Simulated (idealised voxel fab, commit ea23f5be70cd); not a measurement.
This section sets out a process module, namely voxel capacitor over wiring.
The width of the displayed cross-section, cut, is 210 nm; its cells are square, with a size of 5 nm.
Cross-section format: a grid of square cells, given as bands from top to bottom; each band is one or more rows of cells. Band: top height; bottom height; in nm. Then, left to right: material with width in nm, for each material. "all across": a single material spanning edge to edge. "blank": empty space. Below 0: as-received wafer, all one material; heights counted from there. Lowest band: no bottom, goes on down, written "0 down". Note: "30 to 40" means the width goes from the first number (top row of the band) to the second number (bottom row) in equal steps per row of cells. A step reported as "everything unchanged" is a step in which no cell of the cross-section changed. "Internal closed voids": sealed empty spaces, 8 cells or more, no open way to top, listed width x height at distance, with distance from the left edge and width, height and distance in nm. Read whatever lies past the settings on a step's line as the simulator's own remark about the step. "overlay nm", when on a step's line for a step with a mask, measures how far to the right of its planned place the mask lay; a negative measure means to the left.
**Process steps (planned)**
1 op RECEIVE | material Si
2 op CONFORMAL_DEP | material SiO2 | thk nm 10
3 op CONFORMAL_DEP | material SiCN | thk nm 5
4 op DIRECTIONAL_DEP | material lowk | thk nm 15
5 op MASKED_ETCH | tone open | mask id METAL_1 | width nm 30 | pitch nm 95 | etch materials lowk | depth nm 15 | overlay nm 0
6 op MASKED_ETCH | tone open | mask id METAL_1 | width nm 30 | pitch nm 95 | etch materials SiCN | depth nm 5 | overlay nm 0
7 op CONFORMAL_DEP | material TiN | thk nm 5
8 op FILL_DEP | material Ru | thk nm 5
9 op CMP | height nm 30
10 op CONFORMAL_DEP | material SiCN | thk nm 5
11 op DIRECTIONAL_DEP | material lowk | thk nm 15
12 op PATTERN | tone open | mask id PLUG_1 | material resist | width nm 15 | thk nm 15 | overlay nm 0
13 op DIRECTIONAL_ETCH | etch materials lowk | depth nm 15
14 op DIRECTIONAL_ETCH | etch materials SiCN | depth nm 5
15 op STRIP | etch materials resist
16 op CONFORMAL_DEP | material TiN | thk nm 5
17 op FILL_DEP | material Ru | thk nm 10
18 op CMP | height nm 50
19 op DIRECTIONAL_DEP | material TiN | thk nm 5
20 op DIRECTIONAL_DEP | material Al2O3 | thk nm 5
21 op DIRECTIONAL_DEP | material TiN | thk nm 5
22 op PATTERN | tone cover | mask id UPPER_PLATE | material resist | width nm 70 | thk nm 20 | overlay nm 0
23 op DIRECTIONAL_ETCH | etch materials TiN | depth nm 5
24 op DIRECTIONAL_ETCH | etch materials Al2O3 | depth nm 5
25 op STRIP | etch materials resist
26 op MASKED_ETCH | tone cover | mask id LOWER_PLATE | width nm 80 | etch materials TiN | depth nm 5 | overlay nm 0
27 op FILL_DEP | material SiO2 | thk nm 15
28 op CMP | height nm 75
29 op MASKED_ETCH | tone open | mask id PLUG_2 | width nm 15 | etch materials SiO2 | depth nm 10 | overlay nm 0
30 op CONFORMAL_DEP | material TiN | thk nm 5
31 op FILL_DEP | material W | thk nm 10
32 op CMP | height nm 75
33 op CONFORMAL_DEP | material SiCN | thk nm 5
**Cross-section of the wafer upon arrival, representing the state reached after step 1**
* 0 down: Si all across
* Internal closed voids: none
**Cross-section: first of two wafers, module finished, run according to plan**
* 80 to 75: SiCN all across
* 75 to 70: SiO2: 65  TiN: 5  W: 5  TiN: 5  SiO2: 130
* 70 to 60: SiO2: 65 to 55  TiN: 15 to 70  SiO2: 130 to 85
* 60 to 55: SiO2: 55  Al2O3: 70  SiO2: 85
* 55 to 50: SiO2: 50  TiN: 80  SiO2: 80
* 50 to 35: lowk: 55  TiN: 5  Ru: 5  TiN: 5  lowk: 140
* 35 to 30: SiCN: 55  TiN: 15  SiCN: 140
* 30 to 15: lowk: 40  TiN: 5  Ru: 20  TiN: 5  lowk: 65  TiN: 5  Ru: 20  TiN: 5  lowk: 45
* 15 to 10: SiCN: 40  TiN: 30  SiCN: 65  TiN: 30  SiCN: 45
* 10 to 0: SiO2 all across
* 0 down: Si all across
* Internal closed voids: none
**second wafer at the end: like start, like plan, one mistake**
* 80 to 75: SiCN all across
* 75 to 70: SiO2: 65  TiN: 5  W: 5  TiN: 5  SiO2: 130
* 70 to 60: SiO2: 65 to 55  TiN: 15 to 70  SiO2: 130 to 85
* 60 to 55: SiO2: 55  Al2O3: 70  SiO2: 85
* 55 to 50: SiO2: 50  TiN: 80  SiO2: 80
* 50 to 35: lowk: 55  TiN: 5  Ru: 5  TiN: 5  lowk: 140
* 35 to 30: SiCN: 55  TiN: 15  SiCN: 140
* 30 to 25: TiN: 45  Ru: 20  TiN: 75  Ru: 20  TiN: 50
* 25 to 15: lowk: 40  TiN: 5  Ru: 20  TiN: 5  lowk: 65  TiN: 5  Ru: 20  TiN: 5  lowk: 45
* 15 to 10: lowk: 40  TiN: 30  lowk: 65  TiN: 30  lowk: 45
* 10 to 0: SiO2 all across
* 0 down: Si all across
* Internal closed voids: none
So what did we get wrong on this run? skipped: plan step 3 (never run)
Final difference in cells, second wafer against first, listed per material as more or fewer: SiCN: 30 fewer, TiN: 30 more
